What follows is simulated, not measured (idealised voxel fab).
Process module, titled voxel capacitor over wiring
cross-section cut | 275 nm wide | cells 5 nm
Throughout this document, each cross-section is represented as a grid of square cells and is presented as a sequence of bands enumerated from the top downward, where a band comprises one or more rows of cells. Basically the band line says how high the top is and how high the bottom is, in nm, and then what's in it from left to right, every material with its width in nm. Empty space shows up as "blank", and if a single material carries "edge to edge" it runs the full band edge to edge. Where do heights start? At 0: under that level the wafer as delivered is made of one material only. And the lowest band has no floor; it just carries on downward, as in "0..down". When a width is written as two numbers, as in "30->40", the first number is the width in the top row of cells of the band and the second is the width in its bottom row, and the width changes by the same amount from each row to the next. No cell of the cross-section changed in a step that is given as "no alterations made". You'll see "Unvented internal voids" listing empty spaces that have no way open to the top, as long as they're 8 cells or more; the notation is width x height at distance, where the distance is from the left edge, and all of it is in nm. Post-settings text on a step line: simulator's own remark regarding the step. "overlay nm", when on a step's line for a step with a mask, measures how far to the right of its planned place the mask lay; a negative measure means to the left.
Planned step list for the process
- 1: RECEIVE | material Si
- 2: CONFORMAL_DEP | material SiO2 | thk nm 15
- 3: CONFORMAL_DEP | material SiN | thk nm 5
- 4: DIRECTIONAL_DEP | material SiO2 | thk nm 20
- 5: MASKED_ETCH | tone open | mask id METAL_1 | width nm 20 | pitch nm 70 | etch materials SiO2 | depth nm 20 | overlay nm 0
- 6: MASKED_ETCH | tone open | mask id METAL_1 | width nm 20 | pitch nm 70 | etch materials SiN | depth nm 5 | overlay nm 0
- 7: CONFORMAL_DEP | material TiN | thk nm 5
- 8: FILL_DEP | material W | thk nm 5
- 9: CMP | height nm 40
- 10: CONFORMAL_DEP | material SiCN | thk nm 5
- 11: DIRECTIONAL_DEP | material lowk | thk nm 10
- 12: PATTERN | tone open | mask id PLUG_1 | material resist | width nm 15 | thk nm 15 | overlay nm 0
- 13: DIRECTIONAL_ETCH | etch materials lowk | depth nm 10
- 14: DIRECTIONAL_ETCH | etch materials SiCN | depth nm 5
- 15: STRIP | etch materials resist
- 16: CONFORMAL_DEP | material TiN | thk nm 5
- 17: FILL_DEP | material Cu | thk nm 10
- 18: CMP | height nm 55
- 19: DIRECTIONAL_DEP | material TiN | thk nm 10
- 20: DIRECTIONAL_DEP | material SiN | thk nm 5
- 21: DIRECTIONAL_DEP | material TiN | thk nm 10
- 22: MASKED_ETCH | tone cover | mask id UPPER_PLATE | width nm 55 | etch materials TiN | depth nm 10 | overlay nm 0
- 23: MASKED_ETCH | tone cover | mask id UPPER_PLATE | width nm 55 | etch materials SiN | depth nm 5 | overlay nm 0
- 24: MASKED_ETCH | tone cover | mask id LOWER_PLATE | width nm 65 | etch materials TiN | depth nm 10 | overlay nm 0
- 25: FILL_DEP | material SiO2 | thk nm 15
- 26: CMP | height nm 90
- 27: MASKED_ETCH | tone open | mask id PLUG_2 | width nm 15 | etch materials SiO2 | depth nm 10 | overlay nm 0
- 28: CONFORMAL_DEP | material TiN | thk nm 5
- 29: FILL_DEP | material W | thk nm 10
- 30: CMP | height nm 90
- 31: CONFORMAL_DEP | material SiN | thk nm 5
Received-state cross-section, reflecting completion of step 1
	0..down  Si edge to edge
	Unvented internal voids: none
This is how the wafer looks in cross-section once the module is done, given the starting state and plan above and one mistake in carrying the plan out
	95..90  SiN edge to edge
	90..85  SiO2 (105)  TiN (5)  W (5)  TiN (5)  SiO2 (155)
	85..80  SiO2 (105)  TiN (15)  SiO2 (155)
	80..70  SiO2 (95)  TiN (55)  SiO2 (125)
	70..65  SiO2 (95)  SiN (55)  SiO2 (125)
	65..55  SiO2 (85)  TiN (75)  SiO2 (115)
	55..45  lowk (95)  TiN (5)  Cu (5)  TiN (5)  lowk (165)
	45..40  SiCN (95)  TiN (15)  SiCN (165)
	40..20  SiO2 (90)  TiN (5)  W (10)  TiN (5)  SiO2 (50)  TiN (5)  W (10)  TiN (5)  SiO2 (95)
	20..15  SiN (90)  TiN (20)  SiN (50)  TiN (20)  SiN (95)
	15..0  SiO2 edge to edge
	0..down  Si edge to edge
	Unvented internal voids: none
Processing error: step 24 deviated from plan and actually ran as MASKED_ETCH | tone cover | mask id LOWER_PLATE | width nm 75 | etch materials TiN | depth nm 10 | overlay nm 0
